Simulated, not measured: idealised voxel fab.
The process module presented herein is designated voxel self aligned contacts.
cross-section cut | 185 nm wide | cells 5 nm
Each cross-section below is a grid of square cells, stated as bands in top-down order, with one or more rows of cells making up each band.
In this notation a band is specified by the heights of its top and bottom, in that order and in nm, after which its materials appear from left to right, each paired with its width in nm. The word "full width" attached to a single material means that material fills the band from edge to edge; the word "air" stands for empty space.
Ref level 0: as-received wafer is one material below here. Bottom band extends down with no lower bound ("0..down").
Read "30 to 40" as a graded width: first number on top, second number at the bottom, same change between each pair of neighbouring rows.
You'll sometimes find "changes: none" written for a step, and that's the way of saying that nowhere in the cross-section did a cell change during that step.
For the entry "Cavities, closed", the listed items are empty spaces with no open way to the top whose size is 8 cells or more; each item follows the pattern width x height at distance, where distance is from the left edge and all three are in nm.
The remark found on a step's line after its settings is issued by the simulator itself and pertains to that step.
What "overlay nm" on a step's line means: if the step has a mask, that mask lay this far to the right of its planned place, or, when the value is negative, to the left.

-- List of planned process steps
1. op RECEIVE | material Si
2. op CONFORMAL_DEP | material SiO2 | thk nm 5
3. op DIRECTIONAL_DEP | material polySi | thk nm 20
4. op DIRECTIONAL_DEP | material SiN | thk nm 15
5. op PATTERN | tone cover | mask id GATE | material resist | width nm 30 | pitch nm 60 | thk nm 15 | overlay nm 0
6. op DIRECTIONAL_ETCH | etch materials SiN | depth nm 15
7. op DIRECTIONAL_ETCH | etch materials polySi | depth nm 20
8. op STRIP | etch materials resist
9. op CONFORMAL_DEP | material SiN | thk nm 5
10. op DIRECTIONAL_ETCH | etch materials SiN | depth nm 5
11. op FILL_DEP | material SiO2 | thk nm 15
12. op CMP | height nm 45
13. op MASKED_ETCH | tone open | mask id CONTACT | width nm 40 | pitch nm 60 | etch materials SiO2 | depth nm 45 | overlay nm 0
14. op CONFORMAL_DEP | material TiN | thk nm 5
15. op FILL_DEP | material W | thk nm 5
16. op CMP | height nm 45
17. op CONFORMAL_DEP | material SiCN | thk nm 5

-- Of two wafers, the first: run according to plan

-- Cross-section of the wafer at receipt, which is the condition after step 1
- 0..down = Si full width
- Cavities, closed: none

-- After step 2: wafer cross-section
- 5..0 = SiO2 full width
- Beneath the level 0, the cross-section is identical to its previous state.

-- After step 3: wafer cross-section
- 25..5 = polySi full width
- Beneath the level 5, the cross-section is identical to its previous state.

-- After step 4: wafer cross-section
- 40..25 = SiN full width
- Beneath the level 25, the cross-section is identical to its previous state.

-- After step 5: wafer cross-section
- 55..40 = air=15; resist=30; air=30; resist=30; air=30; resist=30; air=20
- Beneath the level 40, the cross-section is identical to its previous state.

-- After step 6: wafer cross-section
- 55..40 = air=15; resist=30; air=30; resist=30; air=30; resist=30; air=20
- 40..25 = air=15; SiN=30; air=30; SiN=30; air=30; SiN=30; air=20
- Beneath the level 25, the cross-section is identical to its previous state.

-- After step 7: wafer cross-section
- 55..40 = air=15; resist=30; air=30; resist=30; air=30; resist=30; air=20
- 40..25 = air=15; SiN=30; air=30; SiN=30; air=30; SiN=30; air=20
- 25..5 = air=15; polySi=30; air=30; polySi=30; air=30; polySi=30; air=20
- Beneath the level 5, the cross-section is identical to its previous state.

-- After step 8: wafer cross-section
- 40..25 = air=15; SiN=30; air=30; SiN=30; air=30; SiN=30; air=20
- Beneath the level 25, the cross-section is identical to its previous state.

-- After step 9: wafer cross-section
- 45..25 = air=10; SiN=40; air=20; SiN=40; air=20; SiN=40; air=15
- 25..10 = air=10; SiN=5; polySi=30; SiN=5; air=20; SiN=5; polySi=30; SiN=5; air=20; SiN=5; polySi=30; SiN=5; air=15
- 10..5 = SiN=15; polySi=30; SiN=30; polySi=30; SiN=30; polySi=30; SiN=20
- Beneath the level 5, the cross-section is identical to its previous state.

-- After step 10: wafer cross-section
- 40..25 = air=10; SiN=40; air=20; SiN=40; air=20; SiN=40; air=15
- 25..5 = air=10; SiN=5; polySi=30; SiN=5; air=20; SiN=5; polySi=30; SiN=5; air=20; SiN=5; polySi=30; SiN=5; air=15
- Beneath the level 5, the cross-section is identical to its previous state.

-- After step 11: wafer cross-section
- 55..40 = SiO2 full width
- 40..25 = SiO2=10; SiN=40; SiO2=20; SiN=40; SiO2=20; SiN=40; SiO2=15
- 25..5 = SiO2=10; SiN=5; polySi=30; SiN=5; SiO2=20; SiN=5; polySi=30; SiN=5; SiO2=20; SiN=5; polySi=30; SiN=5; SiO2=15
- Beneath the level 5, the cross-section is identical to its previous state.

-- After step 12: wafer cross-section
- 45..40 = SiO2 full width
- Beneath the level 40, the cross-section is identical to its previous state.

-- After step 13: wafer cross-section
- 45..40 = SiO2=40; air=40; SiO2=20; air=40; SiO2=45
- 40..25 = SiO2=10; SiN=40; air=20; SiN=40; air=20; SiN=40; SiO2=15
- 25..5 = SiO2=10; SiN=5; polySi=30; SiN=5; air=20; SiN=5; polySi=30; SiN=5; air=20; SiN=5; polySi=30; SiN=5; SiO2=15
- 5..0 = SiO2=50; air=20; SiO2=40; air=20; SiO2=55
- Beneath the level 0, the cross-section is identical to its previous state.

-- After step 14: wafer cross-section
- 50..45 = TiN=45; air=30; TiN=30; air=30; TiN=50
- 45..40 = SiO2=40; TiN=15; air=10; TiN=15; SiO2=20; TiN=15; air=10; TiN=15; SiO2=45
- 40..25 = SiO2=10; SiN=40; TiN=5; air=10; TiN=5; SiN=40; TiN=5; air=10; TiN=5; SiN=40; SiO2=15
- 25..5 = SiO2=10; SiN=5; polySi=30; SiN=5; TiN=5; air=10; TiN=5; SiN=5; polySi=30; SiN=5; TiN=5; air=10; TiN=5; SiN=5; polySi=30; SiN=5; SiO2=15
- 5..0 = SiO2=50; TiN=20; SiO2=40; TiN=20; SiO2=55
- Beneath the level 0, the cross-section is identical to its previous state.

-- After step 15: wafer cross-section
- 55..50 = W full width
- 50..45 = TiN=45; W=30; TiN=30; W=30; TiN=50
- 45..40 = SiO2=40; TiN=15; W=10; TiN=15; SiO2=20; TiN=15; W=10; TiN=15; SiO2=45
- 40..25 = SiO2=10; SiN=40; TiN=5; W=10; TiN=5; SiN=40; TiN=5; W=10; TiN=5; SiN=40; SiO2=15
- 25..5 = SiO2=10; SiN=5; polySi=30; SiN=5; TiN=5; W=10; TiN=5; SiN=5; polySi=30; SiN=5; TiN=5; W=10; TiN=5; SiN=5; polySi=30; SiN=5; SiO2=15
- Beneath the level 5, the cross-section is identical to its previous state.

-- After step 16: wafer cross-section
- 45..40 = SiO2=40; TiN=15; W=10; TiN=15; SiO2=20; TiN=15; W=10; TiN=15; SiO2=45
- Beneath the level 40, the cross-section is identical to its previous state.

-- After step 17: wafer cross-section
- 50..45 = SiCN full width
- Beneath the level 45, the cross-section is identical to its previous state.

-- Now the other wafer: same start, same recipe, but we messed up one thing when running it. Up to and including step 8 it's the same as the first one

-- Look at the second wafer in cross-section at the time step 9 ought to have finished
- 55..25 = SiN=180; air=5
- 25..20 = SiN=15; polySi=30; SiN=30; polySi=30; SiN=30; polySi=30; SiN=15; air=5
- 20..5 = SiN=15; polySi=30; SiN=30; polySi=30; SiN=30; polySi=30; SiN=20
- Beneath the level 5, the cross-section is identical to its previous state.

-- Look at the second wafer in cross-section at the time step 10 ought to have finished
- 50..25 = SiN=180; air=5
- 25..15 = SiN=15; polySi=30; SiN=30; polySi=30; SiN=30; polySi=30; SiN=15; air=5
- Beneath the level 15, the cross-section is identical to its previous state.

-- Look at the second wafer in cross-section at the time step 11 ought to have finished
- 65..50 = SiO2 full width
- 50..25 = SiN=180; SiO2=5
- 25..15 = SiN=15; polySi=30; SiN=30; polySi=30; SiN=30; polySi=30; SiN=15; SiO2=5
- Beneath the level 15, the cross-section is identical to its previous state.

-- Look at the second wafer in cross-section at the time step 12 ought to have finished
- 45..25 = SiN=180; SiO2=5
- Beneath the level 25, the cross-section is identical to its previous state.

Look at the second wafer in cross-section at the time step 13 ought to have finished: changes: none

-- Look at the second wafer in cross-section at the time step 14 ought to have finished
- 50..45 = TiN full width
- Beneath the level 45, the cross-section is identical to its previous state.

-- Look at the second wafer in cross-section at the time step 15 ought to have finished
- 55..50 = W full width
- Beneath the level 50, the cross-section is identical to its previous state.

-- Look at the second wafer in cross-section at the time step 16 ought to have finished
- 45..25 = SiN=180; SiO2=5
- Beneath the level 25, the cross-section is identical to its previous state.

-- Look at the second wafer in cross-section at the time step 17 ought to have finished
- 50..45 = SiCN full width
- Beneath the level 45, the cross-section is identical to its previous state.
Run error: step 9: run off-plan, actual operation and settings op CONFORMAL_DEP | material SiN | thk nm 15
At the finish, the second wafer shows more or fewer cells for some materials than the first does: 122 more of SiN | 42 fewer of SiO2 | 48 fewer of TiN | 32 fewer of W
